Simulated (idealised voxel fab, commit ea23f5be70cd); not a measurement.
This is a process module. Its name is voxel local oxidation.
Displayed cross-section: cut, width of 275 nm, square cells sized 5 nm.
How to read a cross-section here: the picture is a grid of square cells, written as bands going from the top down, and any band can span one or more rows of cells. For a band, the entry starts with two heights in nm, that of the top and then that of the bottom, and carries on with the band's materials in order from left to right, each alongside its width in nm; the word "all across" beside a single material means it fills the band edge to edge, and "blank" means empty space. The reference from which all heights are counted is 0, the level beneath which the as-received wafer is entirely one material; the lowest band, having no lower bound, proceeds downward and is written after the example "z 0 and below". Read "30..40" as a graded width: first number on top, second number at the bottom, same change between each pair of neighbouring rows. The designation "changes: none", where it is given for a processing step, indicates that no cell of the cross-section was altered in the course of that step. Look at "Closed void entries" for the closed voids: empty spaces with no open path to the top, sized 8 cells or up. Each is width x height at distance, distance from the left edge, all nm. On a step's line, text after the settings is the simulator commenting on that step. You can add "overlay nm" to a step's line. For a step with a mask, it describes how far the mask lay to the right of its planned position, and a negative number describes a lay to the left.
**Here's what the planned process steps look like**
1) RECEIVE: material Si
2) OXIDIZE: depth nm 5
3) CONFORMAL_DEP: material SiN, thk nm 15
4) PATTERN: tone cover, mask id ACTIVE, material resist, width nm 115, thk nm 20, overlay nm 0
5) DIRECTIONAL_ETCH: etch materials SiN, depth nm 15
6) STRIP: etch materials resist
7) SELECTIVE_ETCH: etch materials SiO2, depth nm 5
8) OXIDIZE: depth nm 10
9) STRIP: etch materials SiN
**First of two wafers, with the run carried out as planned**
**as received, after step 1**
z 0 and below | Si all across
Closed void entries: none
**Step 2 done - wafer cross-section**
z 0 to -5 | SiO2 all across
Below -5, no change.
**Step 3 done - wafer cross-section**
z 15 to 0 | SiN all across
Below 0, no change.
**Step 4 done - wafer cross-section**
z 35 to 15 | blank=80, then resist=115, then blank=80
Below 15, no change.
**Step 5 done - wafer cross-section**
z 35 to 15 | blank=80, then resist=115, then blank=80
z 15 to 0 | blank=80, then SiN=115, then blank=80
Below 0, no change.
**Step 6 done - wafer cross-section**
z 15 to 0 | blank=80, then SiN=115, then blank=80
Below 0, no change.
**Step 7 done - wafer cross-section**
z 15 to 0 | blank=80, then SiN=115, then blank=80
z 0 to -5 | blank=85, then SiO2=105, then blank=85
Below -5, no change.
**Step 8 done - wafer cross-section**
z 15 to 0 | blank=80, then SiN=115, then blank=80
z 0 to -5 | blank=85, then SiO2=105, then blank=85
z -5 to -15 | SiO2=95, then Si=85, then SiO2=95
Below -15, no change.
**Step 9 done - wafer cross-section**
z 0 to -5 | blank=85, then SiO2=105, then blank=85
Below -5, no change.
**Second wafer: same start and same plan as the first, one execution error; identical to the first through step 8**
What the second wafer looks like in cross-section when step 9 should have wrapped up: changes: none
The plan and the run diverged here: step 9 from the plan never happened, it was just skipped
The final cell counts differ between the wafers, with the second having more or fewer of some materials than the first: 69 more of SiN
